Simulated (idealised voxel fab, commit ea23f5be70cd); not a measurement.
Documented hereafter: the process module known as voxel plated lines.
Cross-section cut: width 210 nm, square cells of 5 nm.
Cross-section spec: square-cell grid; bands listed top down; each band is one or more rows. This entry defines a band. It first specifies the height of the band's top and the height of its bottom in nm, and then specifies the band's materials from left to right, stating each material with its width in nm. The word "all across" identifies a single material that fills the band from edge to edge, while the word "blank" identifies empty space. Height 0 is the level under which the wafer as received is all one material. The lowest band goes on downwards, as in "top 0, no bottom". A width such as "30..40" changes by the same amount from each row of cells to the next, from the band's top row to its bottom row. Step note "remained unchanged" = no cross-section cell changed. What "Tabulated closed voids" gives you is every empty space of 8 cells or more that is cut off from the top. Each appears as width x height at distance, with the distance taken from the left edge and width, height and distance all in nm. On each step's line, the part that comes after the settings is the simulator's own comment on the step. A step line may carry the setting "overlay nm", which, for steps involving a mask, states the distance by which the mask lay to the right of its intended position; negative values denote displacement to the left.
[Here's what the planned process steps look like]
1. RECEIVE: material Si
2. CONFORMAL_DEP: material Al2O3, thk nm 10
3. DIRECTIONAL_DEP: material TiN, thk nm 5
4. PATTERN: tone open, mask id LINES, material resist, width nm 25, pitch nm 40, thk nm 40, overlay nm 0
5. EPI: material Ru, thk nm 10
6. EPI: material Ru, thk nm 10
7. EPI: material Ru, thk nm 10
8. STRIP: etch materials resist
9. DIRECTIONAL_ETCH: etch materials TiN, depth nm 5
10. CONFORMAL_DEP: material SiN, thk nm 10
[Delivered wafer in cross-section: state after step 1]
- top 0, no bottom: Si all across
- Tabulated closed voids: none
[Cross-section taken at module completion on the first of two wafers; processed per the plan]
- top 55, bottom 45: 60 nm blank, 85 nm SiN, 65 nm blank
- top 45, bottom 20: 60 nm blank, 10 nm SiN, 25 nm Ru, 15 nm SiN, 25 nm Ru, 10 nm SiN, 65 nm blank
- top 20, bottom 15: 70 nm SiN, 25 nm Ru, 15 nm SiN, 25 nm Ru, 75 nm SiN
- top 15, bottom 10: 70 nm SiN, 25 nm TiN, 15 nm SiN, 25 nm TiN, 75 nm SiN
- top 10, bottom 0: Al2O3 all across
- top 0, no bottom: Si all across
- Tabulated closed voids: none
[This is the second of the two wafers, cross-sectioned at the end of the module; it started exactly like the first and was given the same plan, but it was run with one mistake]
- top 55, bottom 45: 80 nm SiN, 5 nm blank, 35 nm SiN, 5 nm blank, 85 nm SiN
- top 45, bottom 20: 70 nm Ru, 10 nm SiN, 5 nm blank, 10 nm SiN, 15 nm Ru, 10 nm SiN, 5 nm blank, 10 nm SiN, 75 nm Ru
- top 20, bottom 15: 70 nm Ru, 25 nm SiN, 15 nm Ru, 25 nm SiN, 75 nm Ru
- top 15, bottom 10: 70 nm TiN, 25 nm SiN, 15 nm TiN, 25 nm SiN, 75 nm TiN
- top 10, bottom 0: Al2O3 all across
- top 0, no bottom: Si all across
- Tabulated closed voids: none
Diagnosis: step 4 was not run as planned; what actually ran was PATTERN: tone cover, mask id LINES, material resist, width nm 25, pitch nm 40, thk nm 40, overlay nm 0
Heads up, by the end the second wafer has more or fewer cells of some materials compared to the first: Ru +132 | SiN +7 | TiN +22
